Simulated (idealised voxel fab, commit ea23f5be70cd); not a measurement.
The following is a process module called voxel transistor to metal.
It is cross-section cut that appears here, measuring 200 nm in width, its square cells being 5 nm in size.
Square cells in a grid make up a cross-section in this document, and the grid is given as bands, listed from the top down, each one or more rows of cells. Per band: top height and bottom height in nm, followed by the left-to-right materials and their widths in nm; "all across" marks a single material spanning edge to edge, "empty" marks empty space. Convention: height 0 is the level below which the wafer, as received, is all one material. The lowest band does not terminate at the bottom but continues downward, represented as "from 0 down". The width entry "30->40" should be interpreted row by row: the top row of cells in the band takes the first number, the bottom row takes the second number, and the change between adjacent rows is uniform throughout. Where a step carries "changes: none", the cross-section came out of it unchanged, cell for cell. What "Sealed internal cavities" gives you is every empty space of 8 cells or more that is cut off from the top. Each appears as width x height at distance, with the distance taken from the left edge and width, height and distance all in nm. On each step's line, the part that comes after the settings is the simulator's own comment on the step. overlay nm: how far to the right of its planned place the mask lay on this masked step (negative: to the left).
# Steps planned for the process
1. RECEIVE [material Si]
2. CONFORMAL_DEP [material SiO2] [thk nm 5]
3. CONFORMAL_DEP [material SiN] [thk nm 15]
4. DIRECTIONAL_DEP [material aC] [thk nm 10]
5. PATTERN [tone cover] [mask id ACTIVE] [material resist] [width nm 110] [thk nm 25] [overlay nm 0]
6. DIRECTIONAL_ETCH [etch materials aC] [depth nm 10]
7. STRIP [etch materials resist]
8. DIRECTIONAL_ETCH [etch materials SiN] [depth nm 15]
9. DIRECTIONAL_ETCH [etch materials SiO2] [depth nm 5]
10. DIRECTIONAL_ETCH [etch materials Si] [depth nm 25]
11. STRIP [etch materials aC]
12. FILL_DEP [material SiO2] [thk nm 10]
13. CMP [height nm 20]
14. SELECTIVE_ETCH [etch materials SiO2] [depth nm 5]
15. STRIP [etch materials SiN]
16. SELECTIVE_ETCH [etch materials SiO2] [depth nm 5]
17. OXIDIZE [depth nm 5]
18. DIRECTIONAL_DEP [material polySi] [thk nm 20]
19. DIRECTIONAL_DEP [material SiCN] [thk nm 10]
20. MASKED_ETCH [tone cover] [mask id GATE] [width nm 20] [etch materials SiCN] [depth nm 20] [overlay nm 0]
21. MASKED_ETCH [tone cover] [mask id GATE] [width nm 20] [etch materials polySi] [depth nm 30] [overlay nm 0]
22. CONFORMAL_DEP [material SiO2] [thk nm 5]
23. DIRECTIONAL_ETCH [etch materials SiO2] [depth nm 5]
24. CONFORMAL_DEP [material SiN] [thk nm 5]
25. DIRECTIONAL_ETCH [etch materials SiN] [depth nm 5]
26. DIRECTIONAL_ETCH [etch materials SiO2] [depth nm 5]
27. DIRECTIONAL_ETCH [etch materials Si] [depth nm 5]
28. EPI [material pSi] [thk nm 5]
29. FILL_DEP [material SiO2] [thk nm 5]
30. CMP [height nm 30]
31. DIRECTIONAL_DEP [material SiO2] [thk nm 15]
32. PATTERN [tone open] [mask id CONTACT] [material resist] [width nm 20] [pitch nm 80] [thk nm 20] [overlay nm 0]
33. DIRECTIONAL_ETCH [etch materials SiO2] [depth nm 50]
34. STRIP [etch materials resist]
35. CONFORMAL_DEP [material TiN] [thk nm 5]
36. FILL_DEP [material W] [thk nm 10]
37. CMP [height nm 45]
38. DIRECTIONAL_DEP [material TiN] [thk nm 5]
39. DIRECTIONAL_DEP [material Ru] [thk nm 15]
40. MASKED_ETCH [tone cover] [mask id METAL_1] [width nm 20] [pitch nm 80] [etch materials Ru] [depth nm 15] [overlay nm 0]
41. MASKED_ETCH [tone cover] [mask id METAL_1] [width nm 20] [pitch nm 80] [etch materials TiN] [depth nm 5] [overlay nm 0]
42. FILL_DEP [material lowk] [thk nm 10]
43. CMP [height nm 65]
44. CONFORMAL_DEP [material SiCN] [thk nm 5]
45. DIRECTIONAL_DEP [material lowk] [thk nm 35]
46. PATTERN [tone open] [mask id METAL_2_HOLES] [material resist] [width nm 15] [pitch nm 80] [thk nm 20] [overlay nm 0]
47. DIRECTIONAL_ETCH [etch materials lowk] [depth nm 35]
48. STRIP [etch materials resist]
49. PATTERN [tone open] [mask id METAL_2] [material resist] [width nm 20] [pitch nm 80] [thk nm 20] [overlay nm 0]
50. DIRECTIONAL_ETCH [etch materials lowk] [depth nm 20]
51. DIRECTIONAL_ETCH [etch materials SiCN] [depth nm 5]
52. STRIP [etch materials resist]
53. CONFORMAL_DEP [material TiN] [thk nm 5]
54. FILL_DEP [material Ru] [thk nm 10]
55. CMP [height nm 105]
56. CONFORMAL_DEP [material SiCN] [thk nm 5]
# Wafer, first of two, run as planned
# As received (post step 1): cross-section
from 0 down = Si all across
Sealed internal cavities: none
# Cross-section of the wafer subsequent to step 2
from 5 to 0 = SiO2 all across
Under 0: no change, same as before.
# Cross-section of the wafer subsequent to step 3
from 20 to 5 = SiN all across
Under 5: no change, same as before.
# Cross-section of the wafer subsequent to step 4
from 30 to 20 = aC all across
Under 20: no change, same as before.
# Cross-section of the wafer subsequent to step 5
from 55 to 30 = empty=45, resist=110, empty=45
Under 30: no change, same as before.
# Cross-section of the wafer subsequent to step 6
from 45 to 30 = empty=45, resist=110, empty=45
from 30 to 20 = empty=45, aC=110, empty=45
Under 20: no change, same as before.
# Cross-section of the wafer subsequent to step 7
from 30 to 20 = empty=45, aC=110, empty=45
Under 20: no change, same as before.
# Cross-section of the wafer subsequent to step 8
from 30 to 20 = empty=45, aC=110, empty=45
from 20 to 5 = empty=45, SiN=110, empty=45
Under 5: no change, same as before.
# Cross-section of the wafer subsequent to step 9
from 30 to 20 = empty=45, aC=110, empty=45
from 20 to 5 = empty=45, SiN=110, empty=45
from 5 to 0 = empty=45, SiO2=110, empty=45
Under 0: no change, same as before.
# Cross-section of the wafer subsequent to step 10
from 30 to 20 = empty=45, aC=110, empty=45
from 20 to 5 = empty=45, SiN=110, empty=45
from 5 to 0 = empty=45, SiO2=110, empty=45
from 0 to -25 = empty=45, Si=110, empty=45
Under -25: no change, same as before.
# Cross-section of the wafer subsequent to step 11
from 20 to 5 = empty=45, SiN=110, empty=45
Under 5: no change, same as before.
# Cross-section of the wafer subsequent to step 12
from 30 to 20 = SiO2 all across
from 20 to 5 = SiO2=45, SiN=110, SiO2=45
from 5 to 0 = SiO2 all across
from 0 to -25 = SiO2=45, Si=110, SiO2=45
Under -25: no change, same as before.
# Cross-section of the wafer subsequent to step 13
from 20 to 5 = SiO2=45, SiN=110, SiO2=45
Under 5: no change, same as before.
# Cross-section of the wafer subsequent to step 14
from 20 to 15 = empty=45, SiN=110, empty=45
Under 15: no change, same as before.
# Cross-section of the wafer subsequent to step 15
from 15 to 5 = SiO2=45, empty=110, SiO2=45
Under 5: no change, same as before.
# Cross-section of the wafer subsequent to step 16
from 10 to 0 = SiO2=40, empty=120, SiO2=40
Under 0: no change, same as before.
# Cross-section of the wafer subsequent to step 17
from 10 to 0 = SiO2=40, empty=120, SiO2=40
from 0 to -5 = SiO2 all across
Under -5: no change, same as before.
# Cross-section of the wafer subsequent to step 18
from 30 to 20 = polySi=40, empty=120, polySi=40
from 20 to 10 = polySi all across
from 10 to 0 = SiO2=40, polySi=120, SiO2=40
Under 0: no change, same as before.
# Cross-section of the wafer subsequent to step 19
from 40 to 30 = SiCN=40, empty=120, SiCN=40
from 30 to 20 = polySi=40, SiCN=120, polySi=40
Under 20: no change, same as before.
# Cross-section of the wafer subsequent to step 20
from 30 to 20 = polySi=40, empty=50, SiCN=20, empty=50, polySi=40
Under 20: no change, same as before.
# Cross-section of the wafer subsequent to step 21
from 30 to 20 = empty=90, SiCN=20, empty=90
from 20 to 10 = empty=90, polySi=20, empty=90
from 10 to 0 = SiO2=40, empty=50, polySi=20, empty=50, SiO2=40
Under 0: no change, same as before.
# Cross-section of the wafer subsequent to step 22
from 35 to 30 = empty=85, SiO2=30, empty=85
from 30 to 20 = empty=85, SiO2=5, SiCN=20, SiO2=5, empty=85
from 20 to 15 = empty=85, SiO2=5, polySi=20, SiO2=5, empty=85
from 15 to 5 = SiO2=45, empty=40, SiO2=5, polySi=20, SiO2=5, empty=40, SiO2=45
from 5 to 0 = SiO2=90, polySi=20, SiO2=90
Under 0: no change, same as before.
# Cross-section of the wafer subsequent to step 23
from 30 to 20 = empty=85, SiO2=5, SiCN=20, SiO2=5, empty=85
from 20 to 10 = empty=85, SiO2=5, polySi=20, SiO2=5, empty=85
from 10 to 0 = SiO2=45, empty=40, SiO2=5, polySi=20, SiO2=5, empty=40, SiO2=45
Under 0: no change, same as before.
# Cross-section of the wafer subsequent to step 24
from 35 to 30 = empty=80, SiN=40, empty=80
from 30 to 20 = empty=80, SiN=5, SiO2=5, SiCN=20, SiO2=5, SiN=5, empty=80
from 20 to 15 = empty=80, SiN=5, SiO2=5, polySi=20, SiO2=5, SiN=5, empty=80
from 15 to 10 = SiN=50, empty=30, SiN=5, SiO2=5, polySi=20, SiO2=5, SiN=5, empty=30, SiN=50
from 10 to 5 = SiO2=45, SiN=5, empty=30, SiN=5, SiO2=5, polySi=20, SiO2=5, SiN=5, empty=30, SiN=5, SiO2=45
from 5 to 0 = SiO2=45, SiN=40, SiO2=5, polySi=20, SiO2=5, SiN=40, SiO2=45
Under 0: no change, same as before.
# Cross-section of the wafer subsequent to step 25
from 30 to 20 = empty=80, SiN=5, SiO2=5, SiCN=20, SiO2=5, SiN=5, empty=80
from 20 to 10 = empty=80, SiN=5, SiO2=5, polySi=20, SiO2=5, SiN=5, empty=80
from 10 to 0 = SiO2=45, SiN=5, empty=30, SiN=5, SiO2=5, polySi=20, SiO2=5, SiN=5, empty=30, SiN=5, SiO2=45
Under 0: no change, same as before.
# Cross-section of the wafer subsequent to step 26
from 30 to 25 = empty=80, SiN=5, empty=5, SiCN=20, empty=5, SiN=5, empty=80
from 25 to 20 = empty=80, SiN=5, SiO2=5, SiCN=20, SiO2=5, SiN=5, empty=80
from 20 to 10 = empty=80, SiN=5, SiO2=5, polySi=20, SiO2=5, SiN=5, empty=80
from 10 to 5 = empty=45, SiN=5, empty=30, SiN=5, SiO2=5, polySi=20, SiO2=5, SiN=5, empty=30, SiN=5, empty=45
from 5 to 0 = SiO2=45, SiN=5, empty=30, SiN=5, SiO2=5, polySi=20, SiO2=5, SiN=5, empty=30, SiN=5, SiO2=45
from 0 to -5 = SiO2=50, empty=30, SiO2=40, empty=30, SiO2=50
Under -5: no change, same as before.
# Cross-section of the wafer subsequent to step 27
from 30 to 25 = empty=80, SiN=5, empty=5, SiCN=20, empty=5, SiN=5, empty=80
from 25 to 20 = empty=80, SiN=5, SiO2=5, SiCN=20, SiO2=5, SiN=5, empty=80
from 20 to 10 = empty=80, SiN=5, SiO2=5, polySi=20, SiO2=5, SiN=5, empty=80
from 10 to 5 = empty=45, SiN=5, empty=30, SiN=5, SiO2=5, polySi=20, SiO2=5, SiN=5, empty=30, SiN=5, empty=45
from 5 to 0 = SiO2=45, SiN=5, empty=30, SiN=5, SiO2=5, polySi=20, SiO2=5, SiN=5, empty=30, SiN=5, SiO2=45
from 0 to -5 = SiO2=50, empty=30, SiO2=40, empty=30, SiO2=50
from -5 to -10 = SiO2=45, Si=5, empty=30, Si=40, empty=30, Si=5, SiO2=45
Under -10: no change, same as before.
# Cross-section of the wafer subsequent to step 28
from 30 to 25 = empty=80, SiN=5, empty=5, SiCN=20, empty=5, SiN=5, empty=80
from 25 to 20 = empty=80, SiN=5, SiO2=5, SiCN=20, SiO2=5, SiN=5, empty=80
from 20 to 10 = empty=80, SiN=5, SiO2=5, polySi=20, SiO2=5, SiN=5, empty=80
from 10 to 5 = empty=45, SiN=5, empty=30, SiN=5, SiO2=5, polySi=20, SiO2=5, SiN=5, empty=30, SiN=5, empty=45
from 5 to 0 = SiO2=45, SiN=5, empty=30, SiN=5, SiO2=5, polySi=20, SiO2=5, SiN=5, empty=30, SiN=5, SiO2=45
from 0 to -5 = SiO2=50, pSi=5, empty=20, pSi=5, SiO2=40, pSi=5, empty=20, pSi=5, SiO2=50
from -5 to -10 = SiO2=45, Si=5, pSi=30, Si=40, pSi=30, Si=5, SiO2=45
Under -10: no change, same as before.
# Cross-section of the wafer subsequent to step 29
from 35 to 30 = SiO2 all across
from 30 to 20 = SiO2=80, SiN=5, SiO2=5, SiCN=20, SiO2=5, SiN=5, SiO2=80
from 20 to 10 = SiO2=80, SiN=5, SiO2=5, polySi=20, SiO2=5, SiN=5, SiO2=80
from 10 to 0 = SiO2=45, SiN=5, SiO2=30, SiN=5, SiO2=5, polySi=20, SiO2=5, SiN=5, SiO2=30, SiN=5, SiO2=45
from 0 to -5 = SiO2=50, pSi=5, SiO2=20, pSi=5, SiO2=40, pSi=5, SiO2=20, pSi=5, SiO2=50
Under -5: no change, same as before.
# Cross-section of the wafer subsequent to step 30
from 30 to 20 = SiO2=80, SiN=5, SiO2=5, SiCN=20, SiO2=5, SiN=5, SiO2=80
Under 20: no change, same as before.
# Cross-section of the wafer subsequent to step 31
from 45 to 30 = SiO2 all across
Under 30: no change, same as before.
# Cross-section of the wafer subsequent to step 32
from 65 to 45 = resist=50, empty=20, resist=60, empty=20, resist=50
Under 45: no change, same as before.
# Cross-section of the wafer subsequent to step 33
from 65 to 45 = resist=50, empty=20, resist=60, empty=20, resist=50
from 45 to 30 = SiO2=50, empty=20, SiO2=60, empty=20, SiO2=50
from 30 to 20 = SiO2=50, empty=20, SiO2=10, SiN=5, SiO2=5, SiCN=20, SiO2=5, SiN=5, SiO2=10, empty=20, SiO2=50
from 20 to 10 = SiO2=50, empty=20, SiO2=10, SiN=5, SiO2=5, polySi=20, SiO2=5, SiN=5, SiO2=10, empty=20, SiO2=50
from 10 to 0 = SiO2=45, SiN=5, empty=20, SiO2=10, SiN=5, SiO2=5, polySi=20, SiO2=5, SiN=5, SiO2=10, empty=20, SiN=5, SiO2=45
from 0 to -5 = SiO2=50, pSi=5, empty=15, SiO2=5, pSi=5, SiO2=40, pSi=5, SiO2=5, empty=15, pSi=5, SiO2=50
Under -5: no change, same as before.
# Cross-section of the wafer subsequent to step 34
from 45 to 30 = SiO2=50, empty=20, SiO2=60, empty=20, SiO2=50
Under 30: no change, same as before.
# Cross-section of the wafer subsequent to step 35
from 50 to 45 = TiN=55, empty=10, TiN=70, empty=10, TiN=55
from 45 to 30 = SiO2=50, TiN=5, empty=10, TiN=5, SiO2=60, TiN=5, empty=10, TiN=5, SiO2=50
from 30 to 20 = SiO2=50, TiN=5, empty=10, TiN=5, SiO2=10, SiN=5, SiO2=5, SiCN=20, SiO2=5, SiN=5, SiO2=10, TiN=5, empty=10, TiN=5, SiO2=50
from 20 to 10 = SiO2=50, TiN=5, empty=10, TiN=5, SiO2=10, SiN=5, SiO2=5, polySi=20, SiO2=5, SiN=5, SiO2=10, TiN=5, empty=10, TiN=5, SiO2=50
from 10 to 0 = SiO2=45, SiN=5, TiN=5->10, empty=10->5, TiN=5, SiO2=10, SiN=5, SiO2=5, polySi=20, SiO2=5, SiN=5, SiO2=10, TiN=5, empty=10->5, TiN=5->10, SiN=5, SiO2=45
from 0 to -5 = SiO2=50, pSi=5, TiN=15, SiO2=5, pSi=5, SiO2=40, pSi=5, SiO2=5, TiN=15, pSi=5, SiO2=50
Under -5: no change, same as before.
# Cross-section of the wafer subsequent to step 36
from 60 to 50 = W all across
from 50 to 45 = TiN=55, W=10, TiN=70, W=10, TiN=55
from 45 to 30 = SiO2=50, TiN=5, W=10, TiN=5, SiO2=60, TiN=5, W=10, TiN=5, SiO2=50
from 30 to 20 = SiO2=50, TiN=5, W=10, TiN=5, SiO2=10, SiN=5, SiO2=5, SiCN=20, SiO2=5, SiN=5, SiO2=10, TiN=5, W=10, TiN=5, SiO2=50
from 20 to 10 = SiO2=50, TiN=5, W=10, TiN=5, SiO2=10, SiN=5, SiO2=5, polySi=20, SiO2=5, SiN=5, SiO2=10, TiN=5, W=10, TiN=5, SiO2=50
from 10 to 0 = SiO2=45, SiN=5, TiN=5->10, W=10->5, TiN=5, SiO2=10, SiN=5, SiO2=5, polySi=20, SiO2=5, SiN=5, SiO2=10, TiN=5, W=10->5, TiN=5->10, SiN=5, SiO2=45
Under 0: no change, same as before.
# Cross-section of the wafer subsequent to step 37
from 45 to 30 = SiO2=50, TiN=5, W=10, TiN=5, SiO2=60, TiN=5, W=10, TiN=5, SiO2=50
Under 30: no change, same as before.
# Cross-section of the wafer subsequent to step 38
from 50 to 45 = TiN all across
Under 45: no change, same as before.
# Cross-section of the wafer subsequent to step 39
from 65 to 50 = Ru all across
Under 50: no change, same as before.
# Cross-section of the wafer subsequent to step 40
from 65 to 50 = empty=50, Ru=20, empty=60, Ru=20, empty=50
Under 50: no change, same as before.
# Cross-section of the wafer subsequent to step 41
from 65 to 50 = empty=50, Ru=20, empty=60, Ru=20, empty=50
from 50 to 45 = empty=50, TiN=20, empty=60, TiN=20, empty=50
Under 45: no change, same as before.
# Cross-section of the wafer subsequent to step 42
from 75 to 65 = lowk all across
from 65 to 50 = lowk=50, Ru=20, lowk=60, Ru=20, lowk=50
from 50 to 45 = lowk=50, TiN=20, lowk=60, TiN=20, lowk=50
Under 45: no change, same as before.
# Cross-section of the wafer subsequent to step 43
from 65 to 50 = lowk=50, Ru=20, lowk=60, Ru=20, lowk=50
Under 50: no change, same as before.
# Cross-section of the wafer subsequent to step 44
from 70 to 65 = SiCN all across
Under 65: no change, same as before.
# Cross-section of the wafer subsequent to step 45
from 105 to 70 = lowk all across
Under 70: no change, same as before.
# Cross-section of the wafer subsequent to step 46
from 125 to 105 = resist=50, empty=15, resist=65, empty=15, resist=55
Under 105: no change, same as before.
# Cross-section of the wafer subsequent to step 47
from 125 to 105 = resist=50, empty=15, resist=65, empty=15, resist=55
from 105 to 70 = lowk=50, empty=15, lowk=65, empty=15, lowk=55
Under 70: no change, same as before.
# Cross-section of the wafer subsequent to step 48
from 105 to 70 = lowk=50, empty=15, lowk=65, empty=15, lowk=55
Under 70: no change, same as before.
# Cross-section of the wafer subsequent to step 49
from 125 to 105 = resist=50, empty=20, resist=60, empty=20, resist=50
Under 105: no change, same as before.
# Cross-section of the wafer subsequent to step 50
from 125 to 105 = resist=50, empty=20, resist=60, empty=20, resist=50
from 105 to 85 = lowk=50, empty=20, lowk=60, empty=20, lowk=50
Under 85: no change, same as before.
# Cross-section of the wafer subsequent to step 51
from 125 to 105 = resist=50, empty=20, resist=60, empty=20, resist=50
from 105 to 85 = lowk=50, empty=20, lowk=60, empty=20, lowk=50
from 85 to 70 = lowk=50, empty=15, lowk=65, empty=15, lowk=55
from 70 to 65 = SiCN=50, empty=15, SiCN=65, empty=15, SiCN=55
Under 65: no change, same as before.
# Cross-section of the wafer subsequent to step 52
from 105 to 85 = lowk=50, empty=20, lowk=60, empty=20, lowk=50
Under 85: no change, same as before.
# Cross-section of the wafer subsequent to step 53
from 110 to 105 = TiN=55, empty=10, TiN=70, empty=10, TiN=55
from 105 to 90 = lowk=50, TiN=5, empty=10, TiN=5, lowk=60, TiN=5, empty=10, TiN=5, lowk=50
from 90 to 85 = lowk=50, TiN=5, empty=5, TiN=10, lowk=60, TiN=5, empty=5, TiN=10, lowk=50
from 85 to 70 = lowk=50, TiN=5, empty=5, TiN=5, lowk=65, TiN=5, empty=5, TiN=5, lowk=55
from 70 to 65 = SiCN=50, TiN=15, SiCN=65, TiN=15, SiCN=55
Under 65: no change, same as before.
# Cross-section of the wafer subsequent to step 54
from 120 to 110 = Ru all across
from 110 to 105 = TiN=55, Ru=10, TiN=70, Ru=10, TiN=55
from 105 to 90 = lowk=50, TiN=5, Ru=10, TiN=5, lowk=60, TiN=5, Ru=10, TiN=5, lowk=50
from 90 to 85 = lowk=50, TiN=5, Ru=5, TiN=10, lowk=60, TiN=5, Ru=5, TiN=10, lowk=50
from 85 to 70 = lowk=50, TiN=5, Ru=5, TiN=5, lowk=65, TiN=5, Ru=5, TiN=5, lowk=55
Under 70: no change, same as before.
# Cross-section of the wafer subsequent to step 55
from 105 to 90 = lowk=50, TiN=5, Ru=10, TiN=5, lowk=60, TiN=5, Ru=10, TiN=5, lowk=50
Under 90: no change, same as before.
# Cross-section of the wafer subsequent to step 56
from 110 to 105 = SiCN all across
Under 105: no change, same as before.
# Wafer two of the pair: same origin, same plan, one error during the run; identical to wafer one up to and including step 37
# X-section, second wafer, when step 38 was due to finish
from 60 to 45 = Ru all across
Under 45: no change, same as before.
# X-section, second wafer, when step 39 was due to finish
from 65 to 60 = TiN all across
Under 60: no change, same as before.
X-section, second wafer, when step 40 was due to finish: changes: none
# X-section, second wafer, when step 41 was due to finish
from 65 to 60 = empty=50, TiN=20, empty=60, TiN=20, empty=50
Under 60: no change, same as before.
# X-section, second wafer, when step 42 was due to finish
from 75 to 65 = lowk all across
from 65 to 60 = lowk=50, TiN=20, lowk=60, TiN=20, lowk=50
Under 60: no change, same as before.
# X-section, second wafer, when step 43 was due to finish
from 65 to 60 = lowk=50, TiN=20, lowk=60, TiN=20, lowk=50
Under 60: no change, same as before.
# X-section, second wafer, when step 44 was due to finish
from 70 to 65 = SiCN all across
Under 65: no change, same as before.
# X-section, second wafer, when step 45 was due to finish
from 105 to 70 = lowk all across
Under 70: no change, same as before.
# X-section, second wafer, when step 46 was due to finish
from 125 to 105 = resist=50, empty=15, resist=65, empty=15, resist=55
Under 105: no change, same as before.
# X-section, second wafer, when step 47 was due to finish
from 125 to 105 = resist=50, empty=15, resist=65, empty=15, resist=55
from 105 to 70 = lowk=50, empty=15, lowk=65, empty=15, lowk=55
Under 70: no change, same as before.
# X-section, second wafer, when step 48 was due to finish
from 105 to 70 = lowk=50, empty=15, lowk=65, empty=15, lowk=55
Under 70: no change, same as before.
# X-section, second wafer, when step 49 was due to finish
from 125 to 105 = resist=50, empty=20, resist=60, empty=20, resist=50
Under 105: no change, same as before.
# X-section, second wafer, when step 50 was due to finish
from 125 to 105 = resist=50, empty=20, resist=60, empty=20, resist=50
from 105 to 85 = lowk=50, empty=20, lowk=60, empty=20, lowk=50
Under 85: no change, same as before.
# X-section, second wafer, when step 51 was due to finish
from 125 to 105 = resist=50, empty=20, resist=60, empty=20, resist=50
from 105 to 85 = lowk=50, empty=20, lowk=60, empty=20, lowk=50
from 85 to 70 = lowk=50, empty=15, lowk=65, empty=15, lowk=55
from 70 to 65 = SiCN=50, empty=15, SiCN=65, empty=15, SiCN=55
Under 65: no change, same as before.
# X-section, second wafer, when step 52 was due to finish
from 105 to 85 = lowk=50, empty=20, lowk=60, empty=20, lowk=50
Under 85: no change, same as before.
# X-section, second wafer, when step 53 was due to finish
from 110 to 105 = TiN=55, empty=10, TiN=70, empty=10, TiN=55
from 105 to 90 = lowk=50, TiN=5, empty=10, TiN=5, lowk=60, TiN=5, empty=10, TiN=5, lowk=50
from 90 to 85 = lowk=50, TiN=5, empty=5, TiN=10, lowk=60, TiN=5, empty=5, TiN=10, lowk=50
from 85 to 70 = lowk=50, TiN=5, empty=5, TiN=5, lowk=65, TiN=5, empty=5, TiN=5, lowk=55
from 70 to 65 = SiCN=50, TiN=15, SiCN=65, TiN=15, SiCN=55
Under 65: no change, same as before.
# X-section, second wafer, when step 54 was due to finish
from 120 to 110 = Ru all across
from 110 to 105 = TiN=55, Ru=10, TiN=70, Ru=10, TiN=55
from 105 to 90 = lowk=50, TiN=5, Ru=10, TiN=5, lowk=60, TiN=5, Ru=10, TiN=5, lowk=50
from 90 to 85 = lowk=50, TiN=5, Ru=5, TiN=10, lowk=60, TiN=5, Ru=5, TiN=10, lowk=50
from 85 to 70 = lowk=50, TiN=5, Ru=5, TiN=5, lowk=65, TiN=5, Ru=5, TiN=5, lowk=55
Under 70: no change, same as before.
# X-section, second wafer, when step 55 was due to finish
from 105 to 90 = lowk=50, TiN=5, Ru=10, TiN=5, lowk=60, TiN=5, Ru=10, TiN=5, lowk=50
Under 90: no change, same as before.
# X-section, second wafer, when step 56 was due to finish
from 110 to 105 = SiCN all across
Under 105: no change, same as before.
Diagnosis: steps 38 and 39 got flipped, so each one ran where the other should have
It is noted that, at the conclusion of processing, the second wafer exhibits a higher or lower cell count for certain materials relative to the first: Ru: 96 more | lowk: 96 fewer
